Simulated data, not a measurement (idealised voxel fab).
Presented below is a process module, voxel self aligned contacts.
Displayed cross-section: cut, width of 230 nm, square cells sized 5 nm.
Throughout this document, each cross-section is represented as a grid of square cells and is presented as a sequence of bands enumerated from the top downward, where a band comprises one or more rows of cells.
This entry defines a band. It first specifies the height of the band's top and the height of its bottom in nm, and then specifies the band's materials from left to right, stating each material with its width in nm. The word "all across" identifies a single material that fills the band from edge to edge, while the word "empty" identifies empty space.
Note: height 0 marks the level under which the wafer is uniformly one material as received. Lowest band unbounded below, written "0 -> down".
Per-row width for "30->40": begins at first number (top row of band), ends at second number (bottom row), increment between rows held constant.
Take "nothing was modified" at face value: in the step it is given for, the cross-section changed in none of its cells.
For the entry "Cavities, sealed", the listed items are empty spaces with no open way to the top whose size is 8 cells or more; each item follows the pattern width x height at distance, where distance is from the left edge and all three are in nm.
Past the settings on a step's line: simulator remark, on that step.
Each step line may optionally specify "overlay nm", which for a step with a mask gives the rightward distance between the mask's planned place and where it lay, a negative value indicating the leftward direction.

**Process steps - plan**
1,RECEIVE: material Si
2,OXIDIZE: depth nm 5
3,DIRECTIONAL_DEP: material polySi, thk nm 20
4,DIRECTIONAL_DEP: material SiN, thk nm 25
5,MASKED_ETCH: tone cover, mask id GATE, width nm 35, pitch nm 75, etch materials SiN, depth nm 25, overlay nm 0
6,MASKED_ETCH: tone cover, mask id GATE, width nm 35, pitch nm 75, etch materials polySi, depth nm 20, overlay nm 0
7,CONFORMAL_DEP: material SiN, thk nm 10
8,DIRECTIONAL_ETCH: etch materials SiN, depth nm 10
9,FILL_DEP: material SiO2, thk nm 15
10,CMP: height nm 50
11,DIRECTIONAL_DEP: material aC, thk nm 10
12,PATTERN: tone open, mask id CONTACT, material resist, width nm 60, pitch nm 75, thk nm 30, overlay nm 0
13,DIRECTIONAL_ETCH: etch materials aC, depth nm 10
14,STRIP: etch materials resist
15,DIRECTIONAL_ETCH: etch materials SiO2, depth nm 55
16,STRIP: etch materials aC
17,CONFORMAL_DEP: material TiN, thk nm 5
18,FILL_DEP: material Ru, thk nm 10
19,CMP: height nm 50
20,CONFORMAL_DEP: material SiCN, thk nm 5

**This is the cross-section of the wafer as we received it, i.e. after step 1**
- 0 -> down = Si all across
- Cavities, sealed: none

**The plan above was carried out on the starting structure above with one mistake, and this cross-section shows the wafer at the end of the module**
- 55 -> 50 = polySi all across
- 50 -> 45 = SiO2: 45, TiN: 25, Ru: 10, TiN: 25, SiO2: 15, TiN: 25, Ru: 10, TiN: 25, SiO2: 50
- 45 -> 20 = SiO2: 10, SiN: 55, TiN: 5, Ru: 10, TiN: 5, SiN: 55, TiN: 5, Ru: 10, TiN: 5, SiN: 55, SiO2: 15
- 20 -> 0 = SiO2: 10, SiN: 10, polySi: 35, SiN: 10, TiN: 5, Ru: 10, TiN: 5, SiN: 10, polySi: 35, SiN: 10, TiN: 5, Ru: 10, TiN: 5, SiN: 10, polySi: 35, SiN: 10, SiO2: 15
- 0 -> -5 = SiO2: 65, TiN: 20, SiO2: 55, TiN: 20, SiO2: 70
- -5 -> down = Si all across
- Cavities, sealed: none
Short version of what went wrong: step 20 was not run as planned; what actually ran was CONFORMAL_DEP: material polySi, thk nm 5
